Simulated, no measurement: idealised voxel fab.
Process module name: voxel lift off
This is section cut - it's 140 nm across, gridded in 5 nm square cells.
A cross-section is written here as square cells arranged in a grid, and it is given in bands from the top down, each band taking up one or more rows of cells.
Band: top and bottom heights (nm) first, top before bottom; then materials from left to right, widths in nm. "throughout" marks a sole material filling the band edge to edge. "air" denotes empty space.
For the purposes of this specification, 0 denotes the height below which the wafer in its as-received condition is composed wholly of one material, and the lowermost band, lacking a lower limit, extends downward without end, as expressed in "0 nm and below".
The expression "30->40" gives the width at the extremes of the band, the first number at its top row of cells and the second at its bottom row, with the width changing by equal amounts from each row to the next in between.
"no alterations made" -> step changed no cross-section cell.
Look at "Sealed voids" for the closed voids: empty spaces with no open path to the top, sized 8 cells or up. Each is width x height at distance, distance from the left edge, all nm.
It should be noted that, on the line of a given step, the content following the step's settings is a remark produced by the simulator itself with respect to that step.
"overlay nm" denotes, for a step that has a mask, the displacement of the mask to the right of its planned place, with negative values corresponding to the left.

-- The planned process steps are enumerated hereunder
| 1 | RECEIVE with material Si |
| 2 | CONFORMAL_DEP with material Al2O3, thk nm 15 |
| 3 | PATTERN with tone open, mask id LINES, material resist, width nm 25, pitch nm 40, thk nm 20, overlay nm 0 |
| 4 | DIRECTIONAL_DEP with material Ru, thk nm 10 |
| 5 | STRIP with etch materials resist |
| 6 | CONFORMAL_DEP with material SiO2, thk nm 10 |

-- First of two wafers - as planned

-- As received (post step 1): cross-section
> 0 nm and below  Si throughout
> Sealed voids: none

-- Wafer after step 2 (cross-section)
> 15 nm to 0 nm  Al2O3 throughout
> Rest of section, below 0: as before.

-- Wafer after step 3 (cross-section)
> 35 nm to 15 nm  resist: 35; air: 25; resist: 15; air: 25; resist: 40
> Rest of section, below 15: as before.

-- Wafer after step 4 (cross-section)
> 45 nm to 35 nm  Ru: 35; air: 25; Ru: 15; air: 25; Ru: 40
> 35 nm to 25 nm  resist: 35; air: 25; resist: 15; air: 25; resist: 40
> 25 nm to 15 nm  resist: 35; Ru: 25; resist: 15; Ru: 25; resist: 40
> Rest of section, below 15: as before.

-- Wafer after step 5 (cross-section)
> 25 nm to 15 nm  air: 35; Ru: 25; air: 15; Ru: 25; air: 40
> Rest of section, below 15: as before.

-- Wafer after step 6 (cross-section)
> 35 nm to 25 nm  air: 25; SiO2: 85; air: 30
> 25 nm to 15 nm  SiO2: 35; Ru: 25; SiO2: 15; Ru: 25; SiO2: 40
> Rest of section, below 15: as before.

-- It is to be noted that the second wafer proceeded from the same initial state and according to the same plan as the first, although one mistake was committed in its execution; through step 2, inclusive, the two wafers share an identical history

-- What the second wafer looks like in cross-section when step 3 should have wrapped up
> 35 nm to 15 nm  resist: 40; air: 25; resist: 15; air: 25; resist: 35
> Rest of section, below 15: as before.

-- What the second wafer looks like in cross-section when step 4 should have wrapped up
> 45 nm to 35 nm  Ru: 40; air: 25; Ru: 15; air: 25; Ru: 35
> 35 nm to 25 nm  resist: 40; air: 25; resist: 15; air: 25; resist: 35
> 25 nm to 15 nm  resist: 40; Ru: 25; resist: 15; Ru: 25; resist: 35
> Rest of section, below 15: as before.

-- What the second wafer looks like in cross-section when step 5 should have wrapped up
> 25 nm to 15 nm  air: 40; Ru: 25; air: 15; Ru: 25; air: 35
> Rest of section, below 15: as before.

-- What the second wafer looks like in cross-section when step 6 should have wrapped up
> 35 nm to 25 nm  air: 30; SiO2: 85; air: 25
> 25 nm to 15 nm  SiO2: 40; Ru: 25; SiO2: 15; Ru: 25; SiO2: 35
> Rest of section, below 15: as before.
What went wrong in running the wafer? planned and actual differ for step 3; actual: PATTERN with tone open, mask id LINES, material resist, width nm 25, pitch nm 40, thk nm 20, overlay nm 5
Cell counts per material: same on both final wafers. Positions: different.
